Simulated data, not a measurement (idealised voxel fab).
process module | voxel ribs on slabs
cross-section cut | 160 nm wide | cells 5 nm
A cross-section is a grid of square cells, given in bands from the top down. A band is one or more rows of cells.
Each band's line starts with the height of the band's top and of its bottom, in nm. Then come its materials from left to right, each with its width in nm. One material with "throughout" fills the band from edge to edge. "air" is empty space.
Height 0 is the level under which the wafer as received is all one material. The lowest band goes on downwards, as in "0 down".
A width such as "30 to 40" changes by the same amount from each row of cells to the next, from the band's top row to its bottom row.
"no change" after a step means that no cell of the cross-section changed.
closed voids: empty space of 8 cells or more with no open way to the top, each as width x height at its distance from the left edge, in nm
after a step's settings: what the simulator itself notes on the step
overlay nm, on a step with a mask: how far to the right of its planned place the mask lay; to the left if negative
plan
1 op RECEIVE | material Si
2 op DIRECTIONAL_DEP | material SiO2 | thk nm 30
3 op DIRECTIONAL_DEP | material SiN | thk nm 25
4 op PATTERN | tone cover | mask id RIB | material resist | width nm 15 | thk nm 15 | overlay nm 0
5 op DIRECTIONAL_ETCH | etch materials SiN | depth nm 10
6 op STRIP | etch materials resist
7 op PATTERN | tone cover | mask id SLAB | material resist | width nm 55 | thk nm 20 | overlay nm 0
8 op DIRECTIONAL_ETCH | etch materials SiN | depth nm 15
9 op STRIP | etch materials resist
10 op FILL_DEP | material SiO2 | thk nm 25
11 op CMP | height nm 70
12 op DIRECTIONAL_DEP | material TiN | thk nm 10
13 op MASKED_ETCH | tone cover | mask id HEATER | width nm 25 | etch materials TiN | depth nm 10 | overlay nm 0
14 op CONFORMAL_DEP | material SiN | thk nm 10
first wafer, as planned
as received, after step 1
  0 down: Si throughout
  closed voids: none
after step 2
  30 to 0: SiO2 throughout
  below 0: unchanged
after step 3
  55 to 30: SiN throughout
  below 30: unchanged
after step 4
  70 to 55: air 70 | resist 15 | air 75
  below 55: unchanged
after step 5
  70 to 55: air 70 | resist 15 | air 75
  55 to 45: air 70 | SiN 15 | air 75
  below 45: unchanged
after step 6
  55 to 45: air 70 | SiN 15 | air 75
  below 45: unchanged
after step 7
  75 to 55: air 50 | resist 55 | air 55
  55 to 45: air 50 | resist 20 | SiN 15 | resist 20 | air 55
  below 45: unchanged
after step 8
  75 to 55: air 50 | resist 55 | air 55
  55 to 45: air 50 | resist 20 | SiN 15 | resist 20 | air 55
  45 to 30: air 50 | SiN 55 | air 55
  below 30: unchanged
after step 9
  55 to 45: air 70 | SiN 15 | air 75
  below 45: unchanged
after step 10
  80 to 55: SiO2 throughout
  55 to 45: SiO2 70 | SiN 15 | SiO2 75
  45 to 30: SiO2 50 | SiN 55 | SiO2 55
  below 30: unchanged
after step 11
  70 to 55: SiO2 throughout
  below 55: unchanged
after step 12
  80 to 70: TiN throughout
  below 70: unchanged
after step 13
  80 to 70: air 65 | TiN 25 | air 70
  below 70: unchanged
after step 14
  90 to 80: air 55 | SiN 45 | air 60
  80 to 70: SiN 65 | TiN 25 | SiN 70
  below 70: unchanged
second wafer: like start, like plan, one mistake. Through step 1 it matches the first wafer
when step 2 should have ended
  60 to 0: SiO2 throughout
  below 0: unchanged
when step 3 should have ended
  85 to 60: SiN throughout
  below 60: unchanged
when step 4 should have ended
  100 to 85: air 70 | resist 15 | air 75
  below 85: unchanged
when step 5 should have ended
  100 to 85: air 70 | resist 15 | air 75
  85 to 75: air 70 | SiN 15 | air 75
  below 75: unchanged
when step 6 should have ended
  85 to 75: air 70 | SiN 15 | air 75
  below 75: unchanged
when step 7 should have ended
  105 to 85: air 50 | resist 55 | air 55
  85 to 75: air 50 | resist 20 | SiN 15 | resist 20 | air 55
  below 75: unchanged
when step 8 should have ended
  105 to 85: air 50 | resist 55 | air 55
  85 to 75: air 50 | resist 20 | SiN 15 | resist 20 | air 55
  75 to 60: air 50 | SiN 55 | air 55
  below 60: unchanged
when step 9 should have ended
  85 to 75: air 70 | SiN 15 | air 75
  below 75: unchanged
when step 10 should have ended
  110 to 85: SiO2 throughout
  85 to 75: SiO2 70 | SiN 15 | SiO2 75
  75 to 60: SiO2 50 | SiN 55 | SiO2 55
  below 60: unchanged
when step 11 should have ended
  70 to 60: SiO2 50 | SiN 55 | SiO2 55
  below 60: unchanged
when step 12 should have ended
  80 to 70: TiN throughout
  below 70: unchanged
when step 13 should have ended
  80 to 70: air 65 | TiN 25 | air 70
  below 70: unchanged
when step 14 should have ended
  90 to 80: air 55 | SiN 45 | air 60
  80 to 70: SiN 65 | TiN 25 | SiN 70
  below 70: unchanged
what went wrong: step 2 was run twice
at the end the second wafer has, in cells: 17 fewer of SiN | 17 more of SiO2
